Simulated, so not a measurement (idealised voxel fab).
Proc. module: voxel self aligned contacts
cross-section cut | 195 nm wide | cells 5 nm
Think of the cross-section as a grid of square cells. We describe it in bands, top to bottom, and each band covers one or more rows of those cells.
Top, bottom (nm), then materials left to right with widths (nm); lone material tagged "all across" fills the whole band edge to edge; "blank" = empty space.
Where do heights start? At 0: under that level the wafer as delivered is made of one material only. And the lowest band has no floor; it just carries on downward, as in "top 0, no bottom".
Read "30..40" as a graded width: first number on top, second number at the bottom, same change between each pair of neighbouring rows.
"no modifications" for a step: no cell of the cross-section changed in that step.
Under "Fully sealed voids" you'll find the enclosed gaps, the ones with no way out to the top, that are 8 cells or bigger; each reads width x height at distance, with distance counted from the left edge, everything in nm.
On each step's line, the part that comes after the settings is the simulator's own comment on the step.
"overlay nm" on a masked step: distance the mask lay right of its planned place, negative for left.
-- The planned process steps are enumerated hereunder
1 RECEIVE,material Si
2 CONFORMAL_DEP,material SiO2,thk nm 5
3 DIRECTIONAL_DEP,material polySi,thk nm 20
4 DIRECTIONAL_DEP,material SiN,thk nm 15
5 PATTERN,tone cover,mask id GATE,material resist,width nm 30,pitch nm 65,thk nm 15,overlay nm 0
6 DIRECTIONAL_ETCH,etch materials SiN,depth nm 15
7 DIRECTIONAL_ETCH,etch materials polySi,depth nm 20
8 STRIP,etch materials resist
9 CONFORMAL_DEP,material SiN,thk nm 5
10 DIRECTIONAL_ETCH,etch materials SiN,depth nm 5
11 FILL_DEP,material SiO2,thk nm 15
12 CMP,height nm 50
13 PATTERN,tone open,mask id CONTACT,material resist,width nm 35,thk nm 20,overlay nm 0
14 DIRECTIONAL_ETCH,etch materials SiO2,depth nm 50
15 STRIP,etch materials resist
16 CONFORMAL_DEP,material TiN,thk nm 5
17 FILL_DEP,material Ru,thk nm 5
18 CMP,height nm 50
19 CONFORMAL_DEP,material SiCN,thk nm 5
Keep in mind the plan's value for the width nm of step 13 comes from the first wafer; the wafers don't share that setting, but they do share the same starting point.
-- Cut through the first of several wafers as received, post step 1
> top 0, no bottom | Si all across
> Fully sealed voids: none
-- The first of several wafers, seen in cross-section after the module's last step, step 19
> top 55, bottom 50 | SiCN all across
> top 50, bottom 40 | SiO2: 80, then TiN: 5..10, then Ru: 25..15, then TiN: 5..10, then SiO2: 80
> top 40, bottom 25 | SiO2: 45, then SiN: 40, then TiN: 5, then Ru: 15, then TiN: 5, then SiN: 40, then SiO2: 45
> top 25, bottom 5 | SiO2: 45, then SiN: 5, then polySi: 30, then SiN: 5, then TiN: 5, then Ru: 15, then TiN: 5, then SiN: 5, then polySi: 30, then SiN: 5, then SiO2: 45
> top 5, bottom 0 | SiO2: 85, then TiN: 25, then SiO2: 85
> top 0, no bottom | Si all across
> Fully sealed voids: none
-- At the end of the module, the last of several wafers in cross-section
> top 55, bottom 50 | SiCN all across
> top 50, bottom 40 | SiO2: 70, then TiN: 5..20, then Ru: 50..15, then TiN: 5..25, then SiO2: 65
> top 40, bottom 25 | SiO2: 45, then SiN: 40, then TiN: 5, then Ru: 15, then TiN: 5, then SiN: 40, then SiO2: 45
> top 25, bottom 5 | SiO2: 45, then SiN: 5, then polySi: 30, then SiN: 5, then TiN: 5, then Ru: 15, then TiN: 5, then SiN: 5, then polySi: 30, then SiN: 5, then SiO2: 45
> top 5, bottom 0 | SiO2: 85, then TiN: 25, then SiO2: 85
> top 0, no bottom | Si all across
> Fully sealed voids: none
-- The table below has one row for each wafer; a row shows, as of the end of the module, how many cells of each material the wafer has gained, marked (+), or lost, marked (-), since it was received, and then the wafer's closed voids
width nm 35, +29 Ru, +39 SiCN, +64 SiN, +224 SiO2, +25 TiN, +48 polySi, Fully sealed voids: none
width nm 40, +30 Ru, +39 SiCN, +64 SiN, +222 SiO2, +26 TiN, +48 polySi, Fully sealed voids: none
width nm 45, +31 Ru, +39 SiCN, +64 SiN, +220 SiO2, +27 TiN, +48 polySi, Fully sealed voids: none
width nm 50, +32 Ru, +39 SiCN, +64 SiN, +218 SiO2, +28 TiN, +48 polySi, Fully sealed voids: none
width nm 55, +33 Ru, +39 SiCN, +64 SiN, +216 SiO2, +29 TiN, +48 polySi, Fully sealed voids: none
width nm 60, +34 Ru, +39 SiCN, +64 SiN, +214 SiO2, +30 TiN, +48 polySi, Fully sealed voids: none
